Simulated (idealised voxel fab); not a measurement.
voxel trench capacitor: a process module
For reference, the cross-section in this document is cut, with width 210 nm and square cells of 5 nm.
A cross-section is written here as square cells arranged in a grid, and it is given in bands from the top down, each band taking up one or more rows of cells.
Heights first: top, then bottom, in nm. Then materials, left to right, each with a width in nm. "everywhere" on a single material: fills the band edge to edge. "air": empty space.
Note: height 0 marks the level under which the wafer is uniformly one material as received. Lowest band unbounded below, written "top 0, no bottom".
The two numbers in a width such as "30->40" mark its ends across the band: the first belongs to the top row of cells, the second to the bottom row, and from each row to the next the width moves by the same amount.
The designation "same as before", where it is given for a processing step, indicates that no cell of the cross-section was altered in the course of that step.
If an empty space has no open way to the top and is at least 8 cells in size, "Voids, fully enclosed" lists it, written width x height at distance, where distance is measured from the left edge and every value is in nm.
Read whatever lies past the settings on a step's line as the simulator's own remark about the step.
The optional step-line setting "overlay nm" applies to steps with a mask and quantifies how far to the right of its planned location the mask lay, a negative value indicating leftward placement.

### The planned process steps are enumerated hereunder
step 1: RECEIVE with material Si
step 2: CONFORMAL_DEP with material SiN, thk nm 10
step 3: DIRECTIONAL_DEP with material aC, thk nm 10
step 4: PATTERN with tone open, mask id TRENCH, material resist, width nm 25, pitch nm 50, thk nm 25, overlay nm 0
step 5: DIRECTIONAL_ETCH with etch materials aC, depth nm 10
step 6: STRIP with etch materials resist
step 7: DIRECTIONAL_ETCH with etch materials SiN, depth nm 10
step 8: DIRECTIONAL_ETCH with etch materials Si, depth nm 30
step 9: STRIP with etch materials aC
step 10: CONFORMAL_DEP with material SiO2, thk nm 5
step 11: FILL_DEP with material polySi, thk nm 5
step 12: CMP with height nm 10

### As-received state of the wafer in cross-section, equivalent to post-step 1
  top 0, no bottom: Si everywhere
  Voids, fully enclosed: none

### The first of the two wafers as seen in cross-section once the module was finished; processing followed the plan
  top 10, bottom 0: 15 of SiN, then 5 of SiO2, then 15 of polySi, then 5 of SiO2, then 25 of SiN, then 5 of SiO2, then 15 of polySi, then 5 of SiO2, then 25 of SiN, then 5 of SiO2, then 15 of polySi, then 5 of SiO2, then 25 of SiN, then 5 of SiO2, then 15 of polySi, then 5 of SiO2, then 20 of SiN
  top 0, bottom -25: 15 of Si, then 5 of SiO2, then 15 of polySi, then 5 of SiO2, then 25 of Si, then 5 of SiO2, then 15 of polySi, then 5 of SiO2, then 25 of Si, then 5 of SiO2, then 15 of polySi, then 5 of SiO2, then 25 of Si, then 5 of SiO2, then 15 of polySi, then 5 of SiO2, then 20 of Si
  top -25, bottom -30: 15 of Si, then 25 of SiO2, then 25 of Si, then 25 of SiO2, then 25 of Si, then 25 of SiO2, then 25 of Si, then 25 of SiO2, then 20 of Si
  top -30, no bottom: Si everywhere
  Voids, fully enclosed: none

### Same start, same plan as the first wafer - but one mistake in the run. Cross-section of the second of the two at the end of the module
  top 5, bottom 0: 15 of SiN, then 5 of SiO2, then 15 of polySi, then 5 of SiO2, then 25 of SiN, then 5 of SiO2, then 15 of polySi, then 5 of SiO2, then 25 of SiN, then 5 of SiO2, then 15 of polySi, then 5 of SiO2, then 25 of SiN, then 5 of SiO2, then 15 of polySi, then 5 of SiO2, then 20 of SiN
  top 0, bottom -25: 15 of Si, then 5 of SiO2, then 15 of polySi, then 5 of SiO2, then 25 of Si, then 5 of SiO2, then 15 of polySi, then 5 of SiO2, then 25 of Si, then 5 of SiO2, then 15 of polySi, then 5 of SiO2, then 25 of Si, then 5 of SiO2, then 15 of polySi, then 5 of SiO2, then 20 of Si
  top -25, bottom -30: 15 of Si, then 25 of SiO2, then 25 of Si, then 25 of SiO2, then 25 of Si, then 25 of SiO2, then 25 of Si, then 25 of SiO2, then 20 of Si
  top -30, no bottom: Si everywhere
  Voids, fully enclosed: none
So what did we get wrong on this run? step 12, actual vs plan mismatch, actual run CMP with height nm 5
Bottom line after processing is that, in cells, the second wafer is up or down on some materials versus the first: -22 SiN | -8 SiO2 | -12 polySi
